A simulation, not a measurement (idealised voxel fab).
The following process module bears the name voxel air gaps.
Section shown: cut. Width: 255 nm. Cell size: 5 nm, square.
Notation: cross-section as square-cell grid; stated in bands, top first, going down; one or more cell rows per band. A band entry consists of two parts. The first gives the height of the band's top and the height of its bottom, in nm. The rest lists the band's materials from left to right, each with its width in nm. A single material labelled with the word "edge to edge" fills the band from edge to edge, and the word "blank" marks empty space. Heights are measured from 0, the level below which the as-received wafer is all one material; the lowest band has no bottom and continues downward, written as in "z 0 and below". A width given as "30 to 40" starts at the first number in the band's top row and ends at the second number in its bottom row, shifting by an equal amount at every step from row to row. Key: "nothing got changed" - step with no changed cell in the cross-section. For the entry "Enclosed void inventory", the listed items are empty spaces with no open way to the top whose size is 8 cells or more; each item follows the pattern width x height at distance, where distance is from the left edge and all three are in nm. Where a step's line continues beyond its settings, the continuation is a remark by the simulator itself on that step. overlay nm: step with mask; distance mask lay right of planned place; negative value = left of planned place.
-- The process steps that were planned are listed below
| 1 | RECEIVE | material Si |
| 2 | CONFORMAL_DEP | material SiO2 | thk nm 15 |
| 3 | CONFORMAL_DEP | material SiN | thk nm 5 |
| 4 | DIRECTIONAL_DEP | material lowk | thk nm 35 |
| 5 | DIRECTIONAL_DEP | material aC | thk nm 10 |
| 6 | PATTERN | tone open | mask id LINES | material resist | width nm 25 | pitch nm 55 | thk nm 25 | overlay nm 0 |
| 7 | DIRECTIONAL_ETCH | etch materials aC | depth nm 10 |
| 8 | STRIP | etch materials resist |
| 9 | DIRECTIONAL_ETCH | etch materials lowk | depth nm 35 |
| 10 | STRIP | etch materials aC |
| 11 | CONFORMAL_DEP | material TiN | thk nm 5 |
| 12 | FILL_DEP | material W | thk nm 5 |
| 13 | CMP | height nm 55 |
| 14 | EPI | material Ru | thk nm 10 |
| 15 | SELECTIVE_ETCH | etch materials lowk | depth nm 45 |
| 16 | CONFORMAL_DEP | material SiN | thk nm 5 |
-- The first of a set of two wafers, run to plan
-- Here's what the wafer looked like in cross-section when it arrived - that's after step 1
* z 0 and below = Si edge to edge
* Enclosed void inventory: none
-- So this is the wafer cross-section right after step 2
* z 15 to 0 = SiO2 edge to edge
* Whatever lies below 0 is exactly as it was before.
-- So this is the wafer cross-section right after step 3
* z 20 to 15 = SiN edge to edge
* Whatever lies below 15 is exactly as it was before.
-- So this is the wafer cross-section right after step 4
* z 55 to 20 = lowk edge to edge
* Whatever lies below 20 is exactly as it was before.
-- So this is the wafer cross-section right after step 5
* z 65 to 55 = aC edge to edge
* Whatever lies below 55 is exactly as it was before.
-- So this is the wafer cross-section right after step 6
* z 90 to 65 = 60 of resist, 25 of blank, 30 of resist, 25 of blank, 30 of resist, 25 of blank, 60 of resist
* Whatever lies below 65 is exactly as it was before.
-- So this is the wafer cross-section right after step 7
* z 80 to 65 = 60 of resist, 25 of blank, 30 of resist, 25 of blank, 30 of resist, 25 of blank, 60 of resist
* z 65 to 55 = 60 of aC, 25 of blank, 30 of aC, 25 of blank, 30 of aC, 25 of blank, 60 of aC
* Whatever lies below 55 is exactly as it was before.
-- So this is the wafer cross-section right after step 8
* z 65 to 55 = 60 of aC, 25 of blank, 30 of aC, 25 of blank, 30 of aC, 25 of blank, 60 of aC
* Whatever lies below 55 is exactly as it was before.
-- So this is the wafer cross-section right after step 9
* z 65 to 55 = 60 of aC, 25 of blank, 30 of aC, 25 of blank, 30 of aC, 25 of blank, 60 of aC
* z 55 to 20 = 60 of lowk, 25 of blank, 30 of lowk, 25 of blank, 30 of lowk, 25 of blank, 60 of lowk
* Whatever lies below 20 is exactly as it was before.
-- So this is the wafer cross-section right after step 10
* z 55 to 20 = 60 of lowk, 25 of blank, 30 of lowk, 25 of blank, 30 of lowk, 25 of blank, 60 of lowk
* Whatever lies below 20 is exactly as it was before.
-- So this is the wafer cross-section right after step 11
* z 60 to 55 = 65 of TiN, 15 of blank, 40 of TiN, 15 of blank, 40 of TiN, 15 of blank, 65 of TiN
* z 55 to 25 = 60 of lowk, 5 of TiN, 15 of blank, 5 of TiN, 30 of lowk, 5 of TiN, 15 of blank, 5 of TiN, 30 of lowk, 5 of TiN, 15 of blank, 5 of TiN, 60 of lowk
* z 25 to 20 = 60 of lowk, 25 of TiN, 30 of lowk, 25 of TiN, 30 of lowk, 25 of TiN, 60 of lowk
* Whatever lies below 20 is exactly as it was before.
-- So this is the wafer cross-section right after step 12
* z 65 to 60 = W edge to edge
* z 60 to 55 = 65 of TiN, 15 of W, 40 of TiN, 15 of W, 40 of TiN, 15 of W, 65 of TiN
* z 55 to 25 = 60 of lowk, 5 of TiN, 15 of W, 5 of TiN, 30 of lowk, 5 of TiN, 15 of W, 5 of TiN, 30 of lowk, 5 of TiN, 15 of W, 5 of TiN, 60 of lowk
* Whatever lies below 25 is exactly as it was before.
-- So this is the wafer cross-section right after step 13
* z 55 to 25 = 60 of lowk, 5 of TiN, 15 of W, 5 of TiN, 30 of lowk, 5 of TiN, 15 of W, 5 of TiN, 30 of lowk, 5 of TiN, 15 of W, 5 of TiN, 60 of lowk
* Whatever lies below 25 is exactly as it was before.
-- So this is the wafer cross-section right after step 14
* z 65 to 55 = 50 of blank, 45 of Ru, 10 of blank, 45 of Ru, 10 of blank, 45 of Ru, 50 of blank
* Whatever lies below 55 is exactly as it was before.
-- So this is the wafer cross-section right after step 15
* z 65 to 55 = 50 of blank, 45 of Ru, 10 of blank, 45 of Ru, 10 of blank, 45 of Ru, 50 of blank
* z 55 to 25 = 60 of blank, 5 of TiN, 15 of W, 5 of TiN, 30 of blank, 5 of TiN, 15 of W, 5 of TiN, 30 of blank, 5 of TiN, 15 of W, 5 of TiN, 60 of blank
* z 25 to 20 = 60 of blank, 25 of TiN, 30 of blank, 25 of TiN, 30 of blank, 25 of TiN, 60 of blank
* Whatever lies below 20 is exactly as it was before.
-- So this is the wafer cross-section right after step 16
* z 70 to 65 = 45 of blank, 165 of SiN, 45 of blank
* z 65 to 55 = 45 of blank, 5 of SiN, 45 of Ru, 10 of SiN, 45 of Ru, 10 of SiN, 45 of Ru, 5 of SiN, 45 of blank
* z 55 to 50 = 45 of blank, 15 of SiN, 5 of TiN, 15 of W, 5 of TiN, 30 of SiN, 5 of TiN, 15 of W, 5 of TiN, 30 of SiN, 5 of TiN, 15 of W, 5 of TiN, 15 of SiN, 45 of blank
* z 50 to 25 = 55 of blank, 5 of SiN, 5 of TiN, 15 of W, 5 of TiN, 5 of SiN, 20 of blank, 5 of SiN, 5 of TiN, 15 of W, 5 of TiN, 5 of SiN, 20 of blank, 5 of SiN, 5 of TiN, 15 of W, 5 of TiN, 5 of SiN, 55 of blank
* z 25 to 20 = 60 of SiN, 25 of TiN, 30 of SiN, 25 of TiN, 30 of SiN, 25 of TiN, 60 of SiN
* Whatever lies below 20 is exactly as it was before.
* Enclosed void inventory: 20 x 25 at 90; 20 x 25 at 145
-- Wafer two: like wafer one in start and plan, but with one mistake in execution; identical up to and including step 15
-- Look at the second wafer in cross-section at the time step 16 ought to have finished
* z 80 to 65 = 35 of blank, 185 of SiN, 35 of blank
* z 65 to 55 = 35 of blank, 15 of SiN, 45 of Ru, 10 of SiN, 45 of Ru, 10 of SiN, 45 of Ru, 15 of SiN, 35 of blank
* z 55 to 50 = 35 of blank, 25 of SiN, 5 of TiN, 15 of W, 5 of TiN, 30 of SiN, 5 of TiN, 15 of W, 5 of TiN, 30 of SiN, 5 of TiN, 15 of W, 5 of TiN, 25 of SiN, 35 of blank
* z 50 to 40 = 35 of blank, 25 of SiN, 5 of TiN, 15 of W, 5 of TiN, 5 of SiN, 20 of blank, 5 of SiN, 5 of TiN, 15 of W, 5 of TiN, 5 of SiN, 20 of blank, 5 of SiN, 5 of TiN, 15 of W, 5 of TiN, 25 of SiN, 35 of blank
* z 40 to 35 = 45 of blank, 15 of SiN, 5 of TiN, 15 of W, 5 of TiN, 5 of SiN, 20 of blank, 5 of SiN, 5 of TiN, 15 of W, 5 of TiN, 5 of SiN, 20 of blank, 5 of SiN, 5 of TiN, 15 of W, 5 of TiN, 15 of SiN, 45 of blank
* z 35 to 25 = 60 of SiN, 5 of TiN, 15 of W, 5 of TiN, 5 of SiN, 20 of blank, 5 of SiN, 5 of TiN, 15 of W, 5 of TiN, 5 of SiN, 20 of blank, 5 of SiN, 5 of TiN, 15 of W, 5 of TiN, 60 of SiN
* z 25 to 20 = 60 of SiN, 25 of TiN, 30 of SiN, 25 of TiN, 30 of SiN, 25 of TiN, 60 of SiN
* Whatever lies below 20 is exactly as it was before.
* Enclosed void inventory: 20 x 25 at 90; 20 x 25 at 145
Plan not followed: for step 16, the planned setting was not used; the step was instead run as CONFORMAL_DEP | material SiN | thk nm 15
Final cells, second wafer relative to first, materials higher or lower: SiN: 154 more
